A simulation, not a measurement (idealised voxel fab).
process module | voxel self aligned vias
cross-section cut | 245 nm wide | cells 5 nm
A cross-section is a grid of square cells, given in bands from the top down. A band is one or more rows of cells.
Each band's line starts with the height of the band's top and of its bottom, in nm. Then come its materials from left to right, each with its width in nm. One material with "throughout" fills the band from edge to edge. "air" is empty space.
Height 0 is the level under which the wafer as received is all one material. The lowest band goes on downwards, as in "0 down".
A width such as "30 to 40" changes by the same amount from each row of cells to the next, from the band's top row to its bottom row.
"no change" after a step means that no cell of the cross-section changed.
closed voids: empty space of 8 cells or more with no open way to the top, each as width x height at its distance from the left edge, in nm
after a step's settings: what the simulator itself notes on the step
overlay nm, on a step with a mask: how far to the right of its planned place the mask lay; to the left if negative
plan
1 op RECEIVE | material Si
2 op CONFORMAL_DEP | material SiO2 | thk nm 10
3 op CONFORMAL_DEP | material SiCN | thk nm 5
4 op DIRECTIONAL_DEP | material SiO2 | thk nm 30
5 op PATTERN | tone open | mask id LINES | material resist | width nm 30 | pitch nm 70 | thk nm 15 | overlay nm 0
6 op DIRECTIONAL_ETCH | etch materials SiO2 | depth nm 30
7 op STRIP | etch materials resist
8 op CONFORMAL_DEP | material TiN | thk nm 5
9 op FILL_DEP | material Ru | thk nm 5
10 op CMP | height nm 45
11 op SELECTIVE_ETCH | etch materials W Ru TiN | depth nm 5
12 op FILL_DEP | material SiN | thk nm 5
13 op CMP | height nm 45
14 op DIRECTIONAL_DEP | material SiO2 | thk nm 20
15 op DIRECTIONAL_DEP | material aC | thk nm 15
16 op PATTERN | tone open | mask id VIAS | material resist | width nm 50 | pitch nm 140 | thk nm 35 | overlay nm 0
17 op DIRECTIONAL_ETCH | etch materials aC | depth nm 15
18 op STRIP | etch materials resist
19 op DIRECTIONAL_ETCH | etch materials SiO2 | depth nm 20
20 op DIRECTIONAL_ETCH | etch materials SiN | depth nm 5
21 op STRIP | etch materials aC
22 op CONFORMAL_DEP | material TiN | thk nm 5
23 op FILL_DEP | material W | thk nm 5
24 op CMP | height nm 65
25 op CONFORMAL_DEP | material SiN | thk nm 5
first wafer, as planned
as received, after step 1
  0 down: Si throughout
  closed voids: none
after step 2
  10 to 0: SiO2 throughout
  below 0: unchanged
after step 3
  15 to 10: SiCN throughout
  below 10: unchanged
after step 4
  45 to 15: SiO2 throughout
  below 15: unchanged
after step 5
  60 to 45: resist 35 | air 30 | resist 40 | air 30 | resist 40 | air 30 | resist 40
  below 45: unchanged
after step 6
  60 to 45: resist 35 | air 30 | resist 40 | air 30 | resist 40 | air 30 | resist 40
  45 to 15: SiO2 35 | air 30 | SiO2 40 | air 30 | SiO2 40 | air 30 | SiO2 40
  below 15: unchanged
after step 7
  45 to 15: SiO2 35 | air 30 | SiO2 40 | air 30 | SiO2 40 | air 30 | SiO2 40
  below 15: unchanged
after step 8
  50 to 45: TiN 40 | air 20 | TiN 50 | air 20 | TiN 50 | air 20 | TiN 45
  45 to 20: SiO2 35 | TiN 5 | air 20 | TiN 5 | SiO2 40 | TiN 5 | air 20 | TiN 5 | SiO2 40 | TiN 5 | air 20 | TiN 5 | SiO2 40
  20 to 15: SiO2 35 | TiN 30 | SiO2 40 | TiN 30 | SiO2 40 | TiN 30 | SiO2 40
  below 15: unchanged
after step 9
  55 to 50: Ru throughout
  50 to 45: TiN 40 | Ru 20 | TiN 50 | Ru 20 | TiN 50 | Ru 20 | TiN 45
  45 to 20: SiO2 35 | TiN 5 | Ru 20 | TiN 5 | SiO2 40 | TiN 5 | Ru 20 | TiN 5 | SiO2 40 | TiN 5 | Ru 20 | TiN 5 | SiO2 40
  below 20: unchanged
after step 10
  45 to 20: SiO2 35 | TiN 5 | Ru 20 | TiN 5 | SiO2 40 | TiN 5 | Ru 20 | TiN 5 | SiO2 40 | TiN 5 | Ru 20 | TiN 5 | SiO2 40
  below 20: unchanged
after step 11
  45 to 40: SiO2 35 | air 30 | SiO2 40 | air 30 | SiO2 40 | air 30 | SiO2 40
  below 40: unchanged
after step 12
  50 to 45: SiN throughout
  45 to 40: SiO2 35 | SiN 30 | SiO2 40 | SiN 30 | SiO2 40 | SiN 30 | SiO2 40
  below 40: unchanged
after step 13
  45 to 40: SiO2 35 | SiN 30 | SiO2 40 | SiN 30 | SiO2 40 | SiN 30 | SiO2 40
  below 40: unchanged
after step 14
  65 to 45: SiO2 throughout
  below 45: unchanged
after step 15
  80 to 65: aC throughout
  below 65: unchanged
after step 16
  115 to 80: resist 25 | air 50 | resist 90 | air 50 | resist 30
  below 80: unchanged
after step 17
  100 to 80: resist 25 | air 50 | resist 90 | air 50 | resist 30
  80 to 65: aC 25 | air 50 | aC 90 | air 50 | aC 30
  below 65: unchanged
after step 18
  80 to 65: aC 25 | air 50 | aC 90 | air 50 | aC 30
  below 65: unchanged
after step 19
  80 to 65: aC 25 | air 50 | aC 90 | air 50 | aC 30
  65 to 45: SiO2 25 | air 50 | SiO2 90 | air 50 | SiO2 30
  below 45: unchanged
after step 20
  80 to 65: aC 25 | air 50 | aC 90 | air 50 | aC 30
  65 to 45: SiO2 25 | air 50 | SiO2 90 | air 50 | SiO2 30
  45 to 40: SiO2 35 | air 30 | SiO2 40 | SiN 30 | SiO2 40 | air 30 | SiO2 40
  below 40: unchanged
after step 21
  65 to 45: SiO2 25 | air 50 | SiO2 90 | air 50 | SiO2 30
  below 45: unchanged
after step 22
  70 to 65: TiN 30 | air 40 | TiN 100 | air 40 | TiN 35
  65 to 50: SiO2 25 | TiN 5 | air 40 | TiN 5 | SiO2 90 | TiN 5 | air 40 | TiN 5 | SiO2 30
  50 to 45: SiO2 25 | TiN 15 | air 20 | TiN 15 | SiO2 90 | TiN 15 | air 20 | TiN 15 | SiO2 30
  45 to 40: SiO2 35 | TiN 30 | SiO2 40 | SiN 30 | SiO2 40 | TiN 30 | SiO2 40
  below 40: unchanged
after step 23
  75 to 70: W throughout
  70 to 65: TiN 30 | W 40 | TiN 100 | W 40 | TiN 35
  65 to 50: SiO2 25 | TiN 5 | W 40 | TiN 5 | SiO2 90 | TiN 5 | W 40 | TiN 5 | SiO2 30
  50 to 45: SiO2 25 | TiN 15 | W 20 | TiN 15 | SiO2 90 | TiN 15 | W 20 | TiN 15 | SiO2 30
  below 45: unchanged
after step 24
  65 to 50: SiO2 25 | TiN 5 | W 40 | TiN 5 | SiO2 90 | TiN 5 | W 40 | TiN 5 | SiO2 30
  below 50: unchanged
after step 25
  70 to 65: SiN throughout
  below 65: unchanged
second wafer: like start, like plan, one mistake. Through step 1 it matches the first wafer
when step 2 should have ended
  5 to 0: SiCN throughout
  below 0: unchanged
when step 3 should have ended
  15 to 5: SiO2 throughout
  below 5: unchanged
when step 4 should have ended
  45 to 5: SiO2 throughout
  below 5: unchanged
when step 5 should have ended
  60 to 45: resist 35 | air 30 | resist 40 | air 30 | resist 40 | air 30 | resist 40
  below 45: unchanged
when step 6 should have ended
  60 to 45: resist 35 | air 30 | resist 40 | air 30 | resist 40 | air 30 | resist 40
  45 to 15: SiO2 35 | air 30 | SiO2 40 | air 30 | SiO2 40 | air 30 | SiO2 40
  below 15: unchanged
when step 7 should have ended
  45 to 15: SiO2 35 | air 30 | SiO2 40 | air 30 | SiO2 40 | air 30 | SiO2 40
  below 15: unchanged
when step 8 should have ended
  50 to 45: TiN 40 | air 20 | TiN 50 | air 20 | TiN 50 | air 20 | TiN 45
  45 to 20: SiO2 35 | TiN 5 | air 20 | TiN 5 | SiO2 40 | TiN 5 | air 20 | TiN 5 | SiO2 40 | TiN 5 | air 20 | TiN 5 | SiO2 40
  20 to 15: SiO2 35 | TiN 30 | SiO2 40 | TiN 30 | SiO2 40 | TiN 30 | SiO2 40
  below 15: unchanged
when step 9 should have ended
  55 to 50: Ru throughout
  50 to 45: TiN 40 | Ru 20 | TiN 50 | Ru 20 | TiN 50 | Ru 20 | TiN 45
  45 to 20: SiO2 35 | TiN 5 | Ru 20 | TiN 5 | SiO2 40 | TiN 5 | Ru 20 | TiN 5 | SiO2 40 | TiN 5 | Ru 20 | TiN 5 | SiO2 40
  below 20: unchanged
when step 10 should have ended
  45 to 20: SiO2 35 | TiN 5 | Ru 20 | TiN 5 | SiO2 40 | TiN 5 | Ru 20 | TiN 5 | SiO2 40 | TiN 5 | Ru 20 | TiN 5 | SiO2 40
  below 20: unchanged
when step 11 should have ended
  45 to 40: SiO2 35 | air 30 | SiO2 40 | air 30 | SiO2 40 | air 30 | SiO2 40
  below 40: unchanged
when step 12 should have ended
  50 to 45: SiN throughout
  45 to 40: SiO2 35 | SiN 30 | SiO2 40 | SiN 30 | SiO2 40 | SiN 30 | SiO2 40
  below 40: unchanged
when step 13 should have ended
  45 to 40: SiO2 35 | SiN 30 | SiO2 40 | SiN 30 | SiO2 40 | SiN 30 | SiO2 40
  below 40: unchanged
when step 14 should have ended
  65 to 45: SiO2 throughout
  below 45: unchanged
when step 15 should have ended
  80 to 65: aC throughout
  below 65: unchanged
when step 16 should have ended
  115 to 80: resist 25 | air 50 | resist 90 | air 50 | resist 30
  below 80: unchanged
when step 17 should have ended
  100 to 80: resist 25 | air 50 | resist 90 | air 50 | resist 30
  80 to 65: aC 25 | air 50 | aC 90 | air 50 | aC 30
  below 65: unchanged
when step 18 should have ended
  80 to 65: aC 25 | air 50 | aC 90 | air 50 | aC 30
  below 65: unchanged
when step 19 should have ended
  80 to 65: aC 25 | air 50 | aC 90 | air 50 | aC 30
  65 to 45: SiO2 25 | air 50 | SiO2 90 | air 50 | SiO2 30
  below 45: unchanged
when step 20 should have ended
  80 to 65: aC 25 | air 50 | aC 90 | air 50 | aC 30
  65 to 45: SiO2 25 | air 50 | SiO2 90 | air 50 | SiO2 30
  45 to 40: SiO2 35 | air 30 | SiO2 40 | SiN 30 | SiO2 40 | air 30 | SiO2 40
  below 40: unchanged
when step 21 should have ended
  65 to 45: SiO2 25 | air 50 | SiO2 90 | air 50 | SiO2 30
  below 45: unchanged
when step 22 should have ended
  70 to 65: TiN 30 | air 40 | TiN 100 | air 40 | TiN 35
  65 to 50: SiO2 25 | TiN 5 | air 40 | TiN 5 | SiO2 90 | TiN 5 | air 40 | TiN 5 | SiO2 30
  50 to 45: SiO2 25 | TiN 15 | air 20 | TiN 15 | SiO2 90 | TiN 15 | air 20 | TiN 15 | SiO2 30
  45 to 40: SiO2 35 | TiN 30 | SiO2 40 | SiN 30 | SiO2 40 | TiN 30 | SiO2 40
  below 40: unchanged
when step 23 should have ended
  75 to 70: W throughout
  70 to 65: TiN 30 | W 40 | TiN 100 | W 40 | TiN 35
  65 to 50: SiO2 25 | TiN 5 | W 40 | TiN 5 | SiO2 90 | TiN 5 | W 40 | TiN 5 | SiO2 30
  50 to 45: SiO2 25 | TiN 15 | W 20 | TiN 15 | SiO2 90 | TiN 15 | W 20 | TiN 15 | SiO2 30
  below 45: unchanged
when step 24 should have ended
  65 to 50: SiO2 25 | TiN 5 | W 40 | TiN 5 | SiO2 90 | TiN 5 | W 40 | TiN 5 | SiO2 30
  below 50: unchanged
when step 25 should have ended
  70 to 65: SiN throughout
  below 65: unchanged
what went wrong: steps 2 and 3 were swapped
at the end the second wafer has, in cells: as many of each material as the first, in other places
